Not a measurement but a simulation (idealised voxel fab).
Module name: voxel capacitor over wiring (process module)
Square cells of 5 nm make up the cross-section cut, whose width is 170 nm.
The cross-sections in this document take the form of a grid made of square cells. They are written out as bands, in order from top to bottom. Each band consists of one or more rows of cells. In this notation a band is specified by the heights of its top and bottom, in that order and in nm, after which its materials appear from left to right, each paired with its width in nm. The word "everywhere" attached to a single material means that material fills the band from edge to edge; the word "empty" stands for empty space. For the purposes of this specification, 0 denotes the height below which the wafer in its as-received condition is composed wholly of one material, and the lowermost band, lacking a lower limit, extends downward without end, as expressed in "0 nm and below". So if you see something like "30->40" for the width, read it as the top row of the band sitting at the first number and the bottom row at the second, with every row in between moving by the same amount as the last. "no change occurred" for a step: no cell of the cross-section changed in that step. Listed in "Fully enclosed voids": every empty space of 8 or more cells without an open way to the top. Form: width x height at distance, the distance being from the left edge, all in nm. Text after the settings on a step's line: the simulator's own remark on that step. A step's line can hold "overlay nm"; with a mask on that step, the setting says how far right of the planned place the mask lay, while a negative setting says it lay to the left.

-- Process steps (planned)
1,RECEIVE [material Si]
2,CONFORMAL_DEP [material SiO2] [thk nm 10]
3,CONFORMAL_DEP [material SiN] [thk nm 5]
4,DIRECTIONAL_DEP [material lowk] [thk nm 20]
5,PATTERN [tone open] [mask id METAL_1] [material resist] [width nm 25] [pitch nm 90] [thk nm 20] [overlay nm 0]
6,DIRECTIONAL_ETCH [etch materials lowk] [depth nm 20]
7,DIRECTIONAL_ETCH [etch materials SiN] [depth nm 5]
8,STRIP [etch materials resist]
9,CONFORMAL_DEP [material TiN] [thk nm 5]
10,FILL_DEP [material Ru] [thk nm 5]
11,CMP [height nm 35]
12,CONFORMAL_DEP [material SiCN] [thk nm 5]
13,DIRECTIONAL_DEP [material lowk] [thk nm 20]
14,MASKED_ETCH [tone open] [mask id PLUG_1] [width nm 15] [etch materials lowk] [depth nm 20] [overlay nm 0]
15,MASKED_ETCH [tone open] [mask id PLUG_1] [width nm 15] [etch materials SiCN] [depth nm 5] [overlay nm 0]
16,CONFORMAL_DEP [material TiN] [thk nm 5]
17,FILL_DEP [material Ru] [thk nm 5]
18,CMP [height nm 60]
19,DIRECTIONAL_DEP [material TiN] [thk nm 5]
20,DIRECTIONAL_DEP [material SiN] [thk nm 5]
21,DIRECTIONAL_DEP [material TiN] [thk nm 10]
22,MASKED_ETCH [tone cover] [mask id UPPER_PLATE] [width nm 70] [etch materials TiN] [depth nm 10] [overlay nm 0]
23,MASKED_ETCH [tone cover] [mask id UPPER_PLATE] [width nm 70] [etch materials SiN] [depth nm 5] [overlay nm 0]
24,MASKED_ETCH [tone cover] [mask id LOWER_PLATE] [width nm 80] [etch materials TiN] [depth nm 5] [overlay nm 0]
25,FILL_DEP [material SiO2] [thk nm 20]
26,CMP [height nm 95]
27,PATTERN [tone open] [mask id PLUG_2] [material resist] [width nm 15] [thk nm 15] [overlay nm 0]
28,DIRECTIONAL_ETCH [etch materials SiO2] [depth nm 15]
29,STRIP [etch materials resist]
30,CONFORMAL_DEP [material TiN] [thk nm 5]
31,FILL_DEP [material Ru] [thk nm 5]
32,CMP [height nm 95]
33,CONFORMAL_DEP [material SiCN] [thk nm 5]
The wafers are alike at the start. At step 12, their thk nm differs. The plan lists the first wafer's value.

-- Cross-section of the first of several wafers as received (after step 1)
- 0 nm and below  Si everywhere
- Fully enclosed voids: none

-- Here is how to read the rows: every wafer has a row, and it shows the wafer at the end of the module, giving for each material how many cells were gained (+) or lost (-) since the wafer was received, then listing its closed voids
thk nm 5; +30 Ru; +65 SiCN; +38 SiN; +239 SiO2; +88 TiN; +220 lowk; Fully enclosed voids: none
thk nm 10; +29 Ru; +99 SiCN; +38 SiN; +239 SiO2; +86 TiN; +189 lowk; Fully enclosed voids: none
thk nm 15; +28 Ru; +133 SiCN; +38 SiN; +239 SiO2; +84 TiN; +158 lowk; Fully enclosed voids: none
thk nm 20; +27 Ru; +167 SiCN; +38 SiN; +239 SiO2; +82 TiN; +127 lowk; Fully enclosed voids: none
